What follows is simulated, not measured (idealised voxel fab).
process module | voxel air gaps
cross-section cut | 170 nm wide | cells 5 nm
A cross-section is a grid of square cells, given in bands from the top down. A band is one or more rows of cells.
Each band's line starts with the height of the band's top and of its bottom, in nm. Then come its materials from left to right, each with its width in nm. One material with "throughout" fills the band from edge to edge. "air" is empty space.
Height 0 is the level under which the wafer as received is all one material. The lowest band goes on downwards, as in "0 down".
A width such as "30 to 40" changes by the same amount from each row of cells to the next, from the band's top row to its bottom row.
"no change" after a step means that no cell of the cross-section changed.
closed voids: empty space of 8 cells or more with no open way to the top, each as width x height at its distance from the left edge, in nm
after a step's settings: what the simulator itself notes on the step
overlay nm, on a step with a mask: how far to the right of its planned place the mask lay; to the left if negative
plan
1 op RECEIVE | material Si
2 op CONFORMAL_DEP | material SiO2 | thk nm 15
3 op CONFORMAL_DEP | material SiN | thk nm 5
4 op DIRECTIONAL_DEP | material SiO2 | thk nm 40
5 op MASKED_ETCH | tone open | mask id LINES | width nm 25 | pitch nm 50 | etch materials SiO2 | depth nm 40 | overlay nm 0
6 op CONFORMAL_DEP | material TiN | thk nm 5
7 op FILL_DEP | material W | thk nm 5
8 op CMP | height nm 60
9 op EPI | material Ru | thk nm 10
10 op SELECTIVE_ETCH | etch materials SiO2 | depth nm 50
11 op CONFORMAL_DEP | material SiCN | thk nm 5
as received, after step 1
  0 down: Si throughout
  closed voids: none
a wafer at the end: this start, this plan, one mistake
  75 to 70: air 5 | SiCN 155 | air 10
  70 to 60: air 5 | SiCN 5 | Ru 45 | SiCN 5 | Ru 45 | SiCN 5 | Ru 45 | SiCN 5 | air 10
  60 to 55: air 5 | SiCN 15 | TiN 5 | W 15 | TiN 5 | SiCN 25 | TiN 5 | W 15 | TiN 5 | SiCN 25 | TiN 5 | W 15 | TiN 5 | SiCN 15 | air 10
  55 to 25: air 15 | SiCN 5 | TiN 5 | W 15 | TiN 5 | SiCN 5 | air 15 | SiCN 5 | TiN 5 | W 15 | TiN 5 | SiCN 5 | air 15 | SiCN 5 | TiN 5 | W 15 | TiN 5 | SiCN 5 | air 20
  25 to 20: air 15 | SiCN 5 | TiN 25 | SiCN 5 | air 15 | SiCN 5 | TiN 25 | SiCN 5 | air 15 | SiCN 5 | TiN 25 | SiCN 5 | air 20
  20 to 15: air 15 | SiCN 15 | SiO2 5 | SiCN 15 | air 15 | SiCN 15 | SiO2 5 | SiCN 15 | air 15 | SiCN 15 | SiO2 5 | SiCN 15 | air 20
  15 to 10: SiCN 30 | SiO2 5 | SiCN 45 | SiO2 5 | SiCN 45 | SiO2 5 | SiCN 35
  10 to 5: SiO2 throughout
  5 to 0: SiN throughout
  0 down: Si throughout
  closed voids: 15 x 40 at 50; 15 x 40 at 100
what went wrong: steps 2 and 3 were swapped
